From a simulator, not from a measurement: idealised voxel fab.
process module | voxel self aligned contacts
cross-section cut | 220 nm wide | cells 5 nm
A cross-section is a grid of square cells, given in bands from the top down. A band is one or more rows of cells.
Each band's line starts with the height of the band's top and of its bottom, in nm. Then come its materials from left to right, each with its width in nm. One material with "throughout" fills the band from edge to edge. "air" is empty space.
Height 0 is the level under which the wafer as received is all one material. The lowest band goes on downwards, as in "0 down".
A width such as "30 to 40" changes by the same amount from each row of cells to the next, from the band's top row to its bottom row.
"no change" after a step means that no cell of the cross-section changed.
closed voids: empty space of 8 cells or more with no open way to the top, each as width x height at its distance from the left edge, in nm
after a step's settings: what the simulator itself notes on the step
overlay nm, on a step with a mask: how far to the right of its planned place the mask lay; to the left if negative
plan
1 op RECEIVE | material Si
2 op OXIDIZE | depth nm 5
3 op DIRECTIONAL_DEP | material polySi | thk nm 30
4 op DIRECTIONAL_DEP | material SiN | thk nm 20
5 op PATTERN | tone cover | mask id GATE | material resist | width nm 35 | pitch nm 65 | thk nm 15 | overlay nm 0
6 op DIRECTIONAL_ETCH | etch materials SiN | depth nm 20
7 op DIRECTIONAL_ETCH | etch materials polySi | depth nm 30
8 op STRIP | etch materials resist
9 op CONFORMAL_DEP | material SiN | thk nm 5
10 op DIRECTIONAL_ETCH | etch materials SiN | depth nm 5
11 op FILL_DEP | material SiO2 | thk nm 15
12 op CMP | height nm 55
13 op PATTERN | tone open | mask id CONTACT | material resist | width nm 50 | pitch nm 65 | thk nm 15 | overlay nm 0
14 op DIRECTIONAL_ETCH | etch materials SiO2 | depth nm 60
15 op STRIP | etch materials resist
16 op CONFORMAL_DEP | material TiN | thk nm 5
17 op FILL_DEP | material Ru | thk nm 10
18 op CMP | height nm 55
19 op CONFORMAL_DEP | material SiN | thk nm 5
first wafer, as planned
as received, after step 1
  0 down: Si throughout
  closed voids: none
after step 2
  0 to -5: SiO2 throughout
  below -5: unchanged
after step 3
  30 to 0: polySi throughout
  below 0: unchanged
after step 4
  50 to 30: SiN throughout
  below 30: unchanged
after step 5
  65 to 50: air 25 | resist 35 | air 30 | resist 35 | air 30 | resist 35 | air 30
  below 50: unchanged
after step 6
  65 to 50: air 25 | resist 35 | air 30 | resist 35 | air 30 | resist 35 | air 30
  50 to 30: air 25 | SiN 35 | air 30 | SiN 35 | air 30 | SiN 35 | air 30
  below 30: unchanged
after step 7
  65 to 50: air 25 | resist 35 | air 30 | resist 35 | air 30 | resist 35 | air 30
  50 to 30: air 25 | SiN 35 | air 30 | SiN 35 | air 30 | SiN 35 | air 30
  30 to 0: air 25 | polySi 35 | air 30 | polySi 35 | air 30 | polySi 35 | air 30
  below 0: unchanged
after step 8
  50 to 30: air 25 | SiN 35 | air 30 | SiN 35 | air 30 | SiN 35 | air 30
  below 30: unchanged
after step 9
  55 to 30: air 20 | SiN 45 | air 20 | SiN 45 | air 20 | SiN 45 | air 25
  30 to 5: air 20 | SiN 5 | polySi 35 | SiN 5 | air 20 | SiN 5 | polySi 35 | SiN 5 | air 20 | SiN 5 | polySi 35 | SiN 5 | air 25
  5 to 0: SiN 25 | polySi 35 | SiN 30 | polySi 35 | SiN 30 | polySi 35 | SiN 30
  below 0: unchanged
after step 10
  50 to 30: air 20 | SiN 45 | air 20 | SiN 45 | air 20 | SiN 45 | air 25
  30 to 0: air 20 | SiN 5 | polySi 35 | SiN 5 | air 20 | SiN 5 | polySi 35 | SiN 5 | air 20 | SiN 5 | polySi 35 | SiN 5 | air 25
  below 0: unchanged
after step 11
  65 to 50: SiO2 throughout
  50 to 30: SiO2 20 | SiN 45 | SiO2 20 | SiN 45 | SiO2 20 | SiN 45 | SiO2 25
  30 to 0: SiO2 20 | SiN 5 | polySi 35 | SiN 5 | SiO2 20 | SiN 5 | polySi 35 | SiN 5 | SiO2 20 | SiN 5 | polySi 35 | SiN 5 | SiO2 25
  below 0: unchanged
after step 12
  55 to 50: SiO2 throughout
  below 50: unchanged
after step 13
  70 to 55: resist 50 | air 50 | resist 15 | air 50 | resist 55
  below 55: unchanged
after step 14
  70 to 55: resist 50 | air 50 | resist 15 | air 50 | resist 55
  55 to 50: SiO2 50 | air 50 | SiO2 15 | air 50 | SiO2 55
  50 to 30: SiO2 20 | SiN 45 | air 20 | SiN 45 | air 20 | SiN 45 | SiO2 25
  30 to 0: SiO2 20 | SiN 5 | polySi 35 | SiN 5 | air 20 | SiN 5 | polySi 35 | SiN 5 | air 20 | SiN 5 | polySi 35 | SiN 5 | SiO2 25
  0 to -5: SiO2 65 | air 20 | SiO2 45 | air 20 | SiO2 70
  below -5: unchanged
after step 15
  55 to 50: SiO2 50 | air 50 | SiO2 15 | air 50 | SiO2 55
  below 50: unchanged
after step 16
  60 to 55: TiN 55 | air 40 | TiN 25 | air 40 | TiN 60
  55 to 50: SiO2 50 | TiN 20 | air 10 | TiN 20 | SiO2 15 | TiN 20 | air 10 | TiN 20 | SiO2 55
  50 to 30: SiO2 20 | SiN 45 | TiN 5 | air 10 | TiN 5 | SiN 45 | TiN 5 | air 10 | TiN 5 | SiN 45 | SiO2 25
  30 to 0: SiO2 20 | SiN 5 | polySi 35 | SiN 5 | TiN 5 | air 10 | TiN 5 | SiN 5 | polySi 35 | SiN 5 | TiN 5 | air 10 | TiN 5 | SiN 5 | polySi 35 | SiN 5 | SiO2 25
  0 to -5: SiO2 65 | TiN 20 | SiO2 45 | TiN 20 | SiO2 70
  below -5: unchanged
after step 17
  70 to 60: Ru throughout
  60 to 55: TiN 55 | Ru 40 | TiN 25 | Ru 40 | TiN 60
  55 to 50: SiO2 50 | TiN 20 | Ru 10 | TiN 20 | SiO2 15 | TiN 20 | Ru 10 | TiN 20 | SiO2 55
  50 to 30: SiO2 20 | SiN 45 | TiN 5 | Ru 10 | TiN 5 | SiN 45 | TiN 5 | Ru 10 | TiN 5 | SiN 45 | SiO2 25
  30 to 0: SiO2 20 | SiN 5 | polySi 35 | SiN 5 | TiN 5 | Ru 10 | TiN 5 | SiN 5 | polySi 35 | SiN 5 | TiN 5 | Ru 10 | TiN 5 | SiN 5 | polySi 35 | SiN 5 | SiO2 25
  below 0: unchanged
after step 18
  55 to 50: SiO2 50 | TiN 20 | Ru 10 | TiN 20 | SiO2 15 | TiN 20 | Ru 10 | TiN 20 | SiO2 55
  below 50: unchanged
after step 19
  60 to 55: SiN throughout
  below 55: unchanged
second wafer: like start, like plan, one mistake. Through step 3 it matches the first wafer
when step 4 should have ended
  70 to 30: SiN throughout
  below 30: unchanged
when step 5 should have ended
  85 to 70: air 25 | resist 35 | air 30 | resist 35 | air 30 | resist 35 | air 30
  below 70: unchanged
when step 6 should have ended
  85 to 70: air 25 | resist 35 | air 30 | resist 35 | air 30 | resist 35 | air 30
  70 to 50: air 25 | SiN 35 | air 30 | SiN 35 | air 30 | SiN 35 | air 30
  below 50: unchanged
when step 7 should have ended: no change
when step 8 should have ended
  70 to 50: air 25 | SiN 35 | air 30 | SiN 35 | air 30 | SiN 35 | air 30
  below 50: unchanged
when step 9 should have ended
  75 to 55: air 20 | SiN 45 | air 20 | SiN 45 | air 20 | SiN 45 | air 25
  55 to 30: SiN throughout
  below 30: unchanged
when step 10 should have ended
  70 to 50: air 20 | SiN 45 | air 20 | SiN 45 | air 20 | SiN 45 | air 25
  below 50: unchanged
when step 11 should have ended
  85 to 70: SiO2 throughout
  70 to 50: SiO2 20 | SiN 45 | SiO2 20 | SiN 45 | SiO2 20 | SiN 45 | SiO2 25
  below 50: unchanged
when step 12 should have ended
  55 to 50: SiO2 20 | SiN 45 | SiO2 20 | SiN 45 | SiO2 20 | SiN 45 | SiO2 25
  below 50: unchanged
when step 13 should have ended
  70 to 55: resist 50 | air 50 | resist 15 | air 50 | resist 55
  below 55: unchanged
when step 14 should have ended
  70 to 55: resist 50 | air 50 | resist 15 | air 50 | resist 55
  55 to 50: SiO2 20 | SiN 45 | air 20 | SiN 45 | air 20 | SiN 45 | SiO2 25
  below 50: unchanged
when step 15 should have ended
  55 to 50: SiO2 20 | SiN 45 | air 20 | SiN 45 | air 20 | SiN 45 | SiO2 25
  below 50: unchanged
when step 16 should have ended
  60 to 55: TiN 70 | air 10 | TiN 55 | air 10 | TiN 75
  55 to 50: SiO2 20 | SiN 45 | TiN 20 | SiN 45 | TiN 20 | SiN 45 | SiO2 25
  below 50: unchanged
when step 17 should have ended
  70 to 60: Ru throughout
  60 to 55: TiN 70 | Ru 10 | TiN 55 | Ru 10 | TiN 75
  below 55: unchanged
when step 18 should have ended
  55 to 50: SiO2 20 | SiN 45 | TiN 20 | SiN 45 | TiN 20 | SiN 45 | SiO2 25
  below 50: unchanged
when step 19 should have ended
  60 to 55: SiN throughout
  below 55: unchanged
what went wrong: step 4 was run twice
at the end the second wafer has, in cells: 44 fewer of Ru | 59 more of SiN | 97 fewer of SiO2 | 56 fewer of TiN | 138 more of polySi
